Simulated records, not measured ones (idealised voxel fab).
Process module under the name voxel air gaps
Pictured: cross-section cut, 245 nm wide, on a grid of 5 nm square cells.
Square cells in a grid make up a cross-section in this document, and the grid is given as bands, listed from the top down, each one or more rows of cells.
Band: top height; bottom height; in nm. Then, left to right: material with width in nm, for each material. "full width": a single material spanning edge to edge. "air": empty space.
Height 0 is the level under which the wafer as received is all one material. The lowest band goes on downwards, as in "0 and below".
So if you see something like "30 to 40" for the width, read it as the top row of the band sitting at the first number and the bottom row at the second, with every row in between moving by the same amount as the last.
"no change occurred", as given for a step, is the statement that not any cell of the cross-section underwent a change during that step.
You'll see "Enclosed cavity list" listing empty spaces that have no way open to the top, as long as they're 8 cells or more; the notation is width x height at distance, where the distance is from the left edge, and all of it is in nm.
The remark found on a step's line after its settings is issued by the simulator itself and pertains to that step.
When a step includes a mask, the "overlay nm" setting on its line states how far to the right of its planned place that mask lay, and negative values state how far to the left.

### The process steps that were planned are listed below
1. op RECEIVE | material Si
2. op CONFORMAL_DEP | material SiO2 | thk nm 10
3. op CONFORMAL_DEP | material SiN | thk nm 5
4. op DIRECTIONAL_DEP | material lowk | thk nm 35
5. op DIRECTIONAL_DEP | material aC | thk nm 10
6. op PATTERN | tone open | mask id LINES | material resist | width nm 20 | pitch nm 50 | thk nm 25 | overlay nm 0
7. op DIRECTIONAL_ETCH | etch materials aC | depth nm 10
8. op STRIP | etch materials resist
9. op DIRECTIONAL_ETCH | etch materials lowk | depth nm 35
10. op STRIP | etch materials aC
11. op CONFORMAL_DEP | material TiN | thk nm 5
12. op FILL_DEP | material Ru | thk nm 5
13. op CMP | height nm 50
14. op EPI | material Ru | thk nm 10
15. op SELECTIVE_ETCH | etch materials lowk | depth nm 45
16. op CONFORMAL_DEP | material SiCN | thk nm 5

### First of the two wafers, run per plan

### Incoming wafer in cross-section (state: after step 1)
	0 and below  Si full width
	Enclosed cavity list: none

### After step 2, in cross-section
	10 down to 0  SiO2 full width
	Unchanged below 0.

### After step 3, in cross-section
	15 down to 10  SiN full width
	Unchanged below 10.

### After step 4, in cross-section
	50 down to 15  lowk full width
	Unchanged below 15.

### After step 5, in cross-section
	60 down to 50  aC full width
	Unchanged below 50.

### After step 6, in cross-section
	85 down to 60  resist 60; air 20; resist 30; air 20; resist 30; air 20; resist 65
	Unchanged below 60.

### After step 7, in cross-section
	75 down to 60  resist 60; air 20; resist 30; air 20; resist 30; air 20; resist 65
	60 down to 50  aC 60; air 20; aC 30; air 20; aC 30; air 20; aC 65
	Unchanged below 50.

### After step 8, in cross-section
	60 down to 50  aC 60; air 20; aC 30; air 20; aC 30; air 20; aC 65
	Unchanged below 50.

### After step 9, in cross-section
	60 down to 50  aC 60; air 20; aC 30; air 20; aC 30; air 20; aC 65
	50 down to 15  lowk 60; air 20; lowk 30; air 20; lowk 30; air 20; lowk 65
	Unchanged below 15.

### After step 10, in cross-section
	50 down to 15  lowk 60; air 20; lowk 30; air 20; lowk 30; air 20; lowk 65
	Unchanged below 15.

### After step 11, in cross-section
	55 down to 50  TiN 65; air 10; TiN 40; air 10; TiN 40; air 10; TiN 70
	50 down to 20  lowk 60; TiN 5; air 10; TiN 5; lowk 30; TiN 5; air 10; TiN 5; lowk 30; TiN 5; air 10; TiN 5; lowk 65
	20 down to 15  lowk 60; TiN 20; lowk 30; TiN 20; lowk 30; TiN 20; lowk 65
	Unchanged below 15.

### After step 12, in cross-section
	60 down to 55  Ru full width
	55 down to 50  TiN 65; Ru 10; TiN 40; Ru 10; TiN 40; Ru 10; TiN 70
	50 down to 20  lowk 60; TiN 5; Ru 10; TiN 5; lowk 30; TiN 5; Ru 10; TiN 5; lowk 30; TiN 5; Ru 10; TiN 5; lowk 65
	Unchanged below 20.

### After step 13, in cross-section
	50 down to 20  lowk 60; TiN 5; Ru 10; TiN 5; lowk 30; TiN 5; Ru 10; TiN 5; lowk 30; TiN 5; Ru 10; TiN 5; lowk 65
	Unchanged below 20.

### After step 14, in cross-section
	60 down to 50  air 50; Ru 40; air 10; Ru 40; air 10; Ru 40; air 55
	Unchanged below 50.

### After step 15, in cross-section
	60 down to 50  air 50; Ru 40; air 10; Ru 40; air 10; Ru 40; air 55
	50 down to 20  air 60; TiN 5; Ru 10; TiN 5; air 30; TiN 5; Ru 10; TiN 5; air 30; TiN 5; Ru 10; TiN 5; air 65
	20 down to 15  air 60; TiN 20; air 30; TiN 20; air 30; TiN 20; air 65
	Unchanged below 15.

### After step 16, in cross-section
	65 down to 60  air 45; SiCN 150; air 50
	60 down to 50  air 45; SiCN 5; Ru 40; SiCN 10; Ru 40; SiCN 10; Ru 40; SiCN 5; air 50
	50 down to 45  air 45; SiCN 15; TiN 5; Ru 10; TiN 5; SiCN 30; TiN 5; Ru 10; TiN 5; SiCN 30; TiN 5; Ru 10; TiN 5; SiCN 15; air 50
	45 down to 20  air 55; SiCN 5; TiN 5; Ru 10; TiN 5; SiCN 5; air 20; SiCN 5; TiN 5; Ru 10; TiN 5; SiCN 5; air 20; SiCN 5; TiN 5; Ru 10; TiN 5; SiCN 5; air 60
	20 down to 15  SiCN 60; TiN 20; SiCN 30; TiN 20; SiCN 30; TiN 20; SiCN 65
	Unchanged below 15.
	Enclosed cavity list: 20 x 25 at 85; 20 x 25 at 135

### What follows concerns the second wafer, which started out like the first and was meant to follow the very same plan; one mistake crept in when it was run, but everything up to and including step 13 is the same as for the first wafer

### The second wafer cut through, at the time step 14 was supposed to be finished
	50 down to 20  air 60; TiN 5; Ru 10; TiN 5; air 30; TiN 5; Ru 10; TiN 5; air 30; TiN 5; Ru 10; TiN 5; air 65
	20 down to 15  air 60; TiN 20; air 30; TiN 20; air 30; TiN 20; air 65
	Unchanged below 15.

### The second wafer cut through, at the time step 15 was supposed to be finished
	60 down to 50  air 50; Ru 40; air 10; Ru 40; air 10; Ru 40; air 55
	50 down to 20  air 50; Ru 10; TiN 5; Ru 10; TiN 5; Ru 10; air 10; Ru 10; TiN 5; Ru 10; TiN 5; Ru 10; air 10; Ru 10; TiN 5; Ru 10; TiN 5; Ru 10; air 55
	20 down to 15  air 50; Ru 10; TiN 20; Ru 10; air 10; Ru 10; TiN 20; Ru 10; air 10; Ru 10; TiN 20; Ru 10; air 55
	Unchanged below 15.

### The second wafer cut through, at the time step 16 was supposed to be finished
	65 down to 60  air 45; SiCN 150; air 50
	60 down to 50  air 45; SiCN 5; Ru 40; SiCN 10; Ru 40; SiCN 10; Ru 40; SiCN 5; air 50
	50 down to 20  air 45; SiCN 5; Ru 10; TiN 5; Ru 10; TiN 5; Ru 10; SiCN 10; Ru 10; TiN 5; Ru 10; TiN 5; Ru 10; SiCN 10; Ru 10; TiN 5; Ru 10; TiN 5; Ru 10; SiCN 5; air 50
	20 down to 15  SiCN 50; Ru 10; TiN 20; Ru 10; SiCN 10; Ru 10; TiN 20; Ru 10; SiCN 10; Ru 10; TiN 20; Ru 10; SiCN 55
	Unchanged below 15.
In executing the process, a mistake was made relative to the plan: deviation from plan: step 15 and step 14 executed in one another's positions
Final comparison by cell count, materials where the second wafer has more or fewer than the first: 84 more of Ru, 24 fewer of SiCN
Final observation: first wafer, 2 closed voids; second wafer, 0 closed voids.
